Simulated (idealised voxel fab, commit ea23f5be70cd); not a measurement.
Process module under the name voxel plated lines
In the cross-section labelled cut, the width is 175 nm and each square cell is 5 nm.
Cross-section = grid of square cells, listed top down in bands; band = one or more rows.
Heights first: top, then bottom, in nm. Then materials, left to right, each with a width in nm. "edge to edge" on a single material: fills the band edge to edge. "empty": empty space.
Ref level 0: as-received wafer is one material below here. Bottom band extends down with no lower bound ("0 and below").
The expression "30..40" gives the width at the extremes of the band, the first number at its top row of cells and the second at its bottom row, with the width changing by equal amounts from each row to the next in between.
For the purposes of this document, the phrase "remained unchanged" attached to a step denotes that no cell within the cross-section was modified by that step.
The label "Closed internal cavities" introduces a list of the empty spaces, 8 cells or larger, that have no open way up to the top; each entry in it reads width x height at distance, where the distance is taken from the left edge and all three are stated in nm.
On each step's line, the part that comes after the settings is the simulator's own comment on the step.
The line of a step may include "overlay nm". On a step with a mask, this value is how far to the right of its planned place the mask lay. A negative value means the mask lay to the left.

INTENDED PROCESS STEPS
1. RECEIVE,material Si
2. CONFORMAL_DEP,material SiO2,thk nm 5
3. DIRECTIONAL_DEP,material TiN,thk nm 5
4. PATTERN,tone open,mask id LINES,material resist,width nm 15,pitch nm 35,thk nm 20,overlay nm 0
5. EPI,material Ru,thk nm 10
6. STRIP,etch materials resist
7. DIRECTIONAL_ETCH,etch materials TiN,depth nm 5
8. CONFORMAL_DEP,material SiCN,thk nm 10

DELIVERED WAFER IN CROSS-SECTION: STATE AFTER STEP 1
* 0 and below  Si edge to edge
* Closed internal cavities: none

POST-MODULE CROSS-SECTION OF THE FIRST OF TWO WAFERS (RUN PER PLAN)
* 30 down to 20  empty 15 nm | SiCN 140 nm | empty 20 nm
* 20 down to 15  empty 15 nm | SiCN 10 nm | Ru 15 nm | SiCN 20 nm | Ru 15 nm | SiCN 20 nm | Ru 15 nm | SiCN 20 nm | Ru 15 nm | SiCN 10 nm | empty 20 nm
* 15 down to 10  SiCN 25 nm | Ru 15 nm | SiCN 20 nm | Ru 15 nm | SiCN 20 nm | Ru 15 nm | SiCN 20 nm | Ru 15 nm | SiCN 30 nm
* 10 down to 5  SiCN 25 nm | TiN 15 nm | SiCN 20 nm | TiN 15 nm | SiCN 20 nm | TiN 15 nm | SiCN 20 nm | TiN 15 nm | SiCN 30 nm
* 5 down to 0  SiO2 edge to edge
* 0 and below  Si edge to edge
* Closed internal cavities: none

SECOND WAFER AT THE END: LIKE START, LIKE PLAN, ONE MISTAKE
* 20 down to 10  SiCN edge to edge
* 10 down to 5  SiO2 edge to edge
* 5 down to 0  TiN edge to edge
* 0 and below  Si edge to edge
* Closed internal cavities: none
Processing error: sequence error: steps 2 and 3 interchanged
Once processing is complete, comparing cell counts shows that the second wafer has more or fewer of certain materials than the first: 24 fewer of Ru, 48 fewer of SiCN, 23 more of TiN
